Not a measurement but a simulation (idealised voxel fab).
The following is a process module called voxel released beams.
The width of the displayed cross-section, cut, is 160 nm; its cells are square, with a size of 5 nm.
Cross-section layout: square cells on a grid; listed as bands, top to bottom; a band spans one or more cell rows. Band: top height; bottom height; in nm. Then, left to right: material with width in nm, for each material. "full width": a single material spanning edge to edge. "empty": empty space. The level at which height equals 0 is the one under which the wafer, as it arrives, is entirely one material. No lower edge exists for the bottom band, which continues downward and is notated as in "0 -> down". Read "30..40" as a graded width: first number on top, second number at the bottom, same change between each pair of neighbouring rows. "no modifications", as given for a step, is the statement that not any cell of the cross-section underwent a change during that step. Entry "Sealed cavities". Content: empty spaces with no open connection to the top, size 8 cells or greater. Each: width x height at distance. Distance: from left edge. Unit: nm. Formally, on a step line, whatever follows the settings is a remark that the simulator itself makes on the step. Regarding "overlay nm": on a step with a mask, it is the distance the mask lay to the right of its planned place; a negative value places it to the left.

-- So here's the lineup of process steps we planned
step 1: RECEIVE (material Si)
step 2: CONFORMAL_DEP (material Al2O3; thk nm 5)
step 3: DIRECTIONAL_DEP (material SiO2; thk nm 20)
step 4: DIRECTIONAL_DEP (material aC; thk nm 10)
step 5: PATTERN (tone open; mask id ANCHOR; material resist; width nm 25; thk nm 25; overlay nm 0)
step 6: DIRECTIONAL_ETCH (etch materials aC; depth nm 10)
step 7: STRIP (etch materials resist)
step 8: DIRECTIONAL_ETCH (etch materials SiO2; depth nm 20)
step 9: STRIP (etch materials aC)
step 10: CONFORMAL_DEP (material polySi; thk nm 10)
step 11: PATTERN (tone cover; mask id BEAM; material resist; width nm 90; thk nm 15; overlay nm 0)
step 12: DIRECTIONAL_ETCH (etch materials polySi; depth nm 10)
step 13: STRIP (etch materials resist)
step 14: STRIP (etch materials SiO2)

-- The following pertains to the first of two wafers, which was processed as planned

-- Incoming wafer, cross-sectional view, post step 1
> 0 -> down: Si full width
> Sealed cavities: none

-- Cross-section of the wafer subsequent to step 2
> 5 -> 0: Al2O3 full width
> Whatever lies below 0 is exactly as it was before.

-- Cross-section of the wafer subsequent to step 3
> 25 -> 5: SiO2 full width
> Whatever lies below 5 is exactly as it was before.

-- Cross-section of the wafer subsequent to step 4
> 35 -> 25: aC full width
> Whatever lies below 25 is exactly as it was before.

-- Cross-section of the wafer subsequent to step 5
> 60 -> 35: resist 35 nm, empty 25 nm, resist 100 nm
> Whatever lies below 35 is exactly as it was before.

-- Cross-section of the wafer subsequent to step 6
> 50 -> 35: resist 35 nm, empty 25 nm, resist 100 nm
> 35 -> 25: aC 35 nm, empty 25 nm, aC 100 nm
> Whatever lies below 25 is exactly as it was before.

-- Cross-section of the wafer subsequent to step 7
> 35 -> 25: aC 35 nm, empty 25 nm, aC 100 nm
> Whatever lies below 25 is exactly as it was before.

-- Cross-section of the wafer subsequent to step 8
> 35 -> 25: aC 35 nm, empty 25 nm, aC 100 nm
> 25 -> 5: SiO2 35 nm, empty 25 nm, SiO2 100 nm
> Whatever lies below 5 is exactly as it was before.

-- Cross-section of the wafer subsequent to step 9
> 25 -> 5: SiO2 35 nm, empty 25 nm, SiO2 100 nm
> Whatever lies below 5 is exactly as it was before.

-- Cross-section of the wafer subsequent to step 10
> 35 -> 25: polySi 45 nm, empty 5 nm, polySi 110 nm
> 25 -> 15: SiO2 35 nm, polySi 10 nm, empty 5 nm, polySi 10 nm, SiO2 100 nm
> 15 -> 5: SiO2 35 nm, polySi 25 nm, SiO2 100 nm
> Whatever lies below 5 is exactly as it was before.

-- Cross-section of the wafer subsequent to step 11
> 50 -> 35: empty 30 nm, resist 90 nm, empty 40 nm
> 35 -> 25: polySi 45 nm, resist 5 nm, polySi 110 nm
> 25 -> 15: SiO2 35 nm, polySi 10 nm, resist 5 nm, polySi 10 nm, SiO2 100 nm
> Whatever lies below 15 is exactly as it was before.

-- Cross-section of the wafer subsequent to step 12
> 50 -> 35: empty 30 nm, resist 90 nm, empty 40 nm
> 35 -> 25: empty 30 nm, polySi 15 nm, resist 5 nm, polySi 70 nm, empty 40 nm
> Whatever lies below 25 is exactly as it was before.

-- Cross-section of the wafer subsequent to step 13
> 35 -> 25: empty 30 nm, polySi 15 nm, empty 5 nm, polySi 70 nm, empty 40 nm
> 25 -> 15: SiO2 35 nm, polySi 10 nm, empty 5 nm, polySi 10 nm, SiO2 100 nm
> Whatever lies below 15 is exactly as it was before.

-- Cross-section of the wafer subsequent to step 14
> 35 -> 25: empty 30 nm, polySi 15 nm, empty 5 nm, polySi 70 nm, empty 40 nm
> 25 -> 15: empty 35 nm, polySi 10 nm, empty 5 nm, polySi 10 nm, empty 100 nm
> 15 -> 5: empty 35 nm, polySi 25 nm, empty 100 nm
> Whatever lies below 5 is exactly as it was before.

-- Here the second wafer is described. Its start and its plan were those of the first wafer. Its run contained one mistake. Up to and including step 1, it did exactly what the first wafer did

-- Cross-section: second wafer, time at which step 2 was scheduled to end
> 20 -> 0: SiO2 full width
> Whatever lies below 0 is exactly as it was before.

-- Cross-section: second wafer, time at which step 3 was scheduled to end
> 25 -> 20: Al2O3 full width
> Whatever lies below 20 is exactly as it was before.

-- Cross-section: second wafer, time at which step 4 was scheduled to end
> 35 -> 25: aC full width
> Whatever lies below 25 is exactly as it was before.

-- Cross-section: second wafer, time at which step 5 was scheduled to end
> 60 -> 35: resist 35 nm, empty 25 nm, resist 100 nm
> Whatever lies below 35 is exactly as it was before.

-- Cross-section: second wafer, time at which step 6 was scheduled to end
> 50 -> 35: resist 35 nm, empty 25 nm, resist 100 nm
> 35 -> 25: aC 35 nm, empty 25 nm, aC 100 nm
> Whatever lies below 25 is exactly as it was before.

-- Cross-section: second wafer, time at which step 7 was scheduled to end
> 35 -> 25: aC 35 nm, empty 25 nm, aC 100 nm
> Whatever lies below 25 is exactly as it was before.

Cross-section: second wafer, time at which step 8 was scheduled to end: no modifications

-- Cross-section: second wafer, time at which step 9 was scheduled to end
> 25 -> 20: Al2O3 full width
> Whatever lies below 20 is exactly as it was before.

-- Cross-section: second wafer, time at which step 10 was scheduled to end
> 35 -> 25: polySi full width
> Whatever lies below 25 is exactly as it was before.

-- Cross-section: second wafer, time at which step 11 was scheduled to end
> 50 -> 35: empty 30 nm, resist 90 nm, empty 40 nm
> Whatever lies below 35 is exactly as it was before.

-- Cross-section: second wafer, time at which step 12 was scheduled to end
> 50 -> 35: empty 30 nm, resist 90 nm, empty 40 nm
> 35 -> 25: empty 30 nm, polySi 90 nm, empty 40 nm
> Whatever lies below 25 is exactly as it was before.

-- Cross-section: second wafer, time at which step 13 was scheduled to end
> 35 -> 25: empty 30 nm, polySi 90 nm, empty 40 nm
> Whatever lies below 25 is exactly as it was before.

Cross-section: second wafer, time at which step 14 was scheduled to end: no modifications
what went wrong: swap of plan steps 2 and 3 during execution
Heads up, by the end the second wafer has more or fewer cells of some materials compared to the first: SiO2: 128 more; polySi: 16 fewer
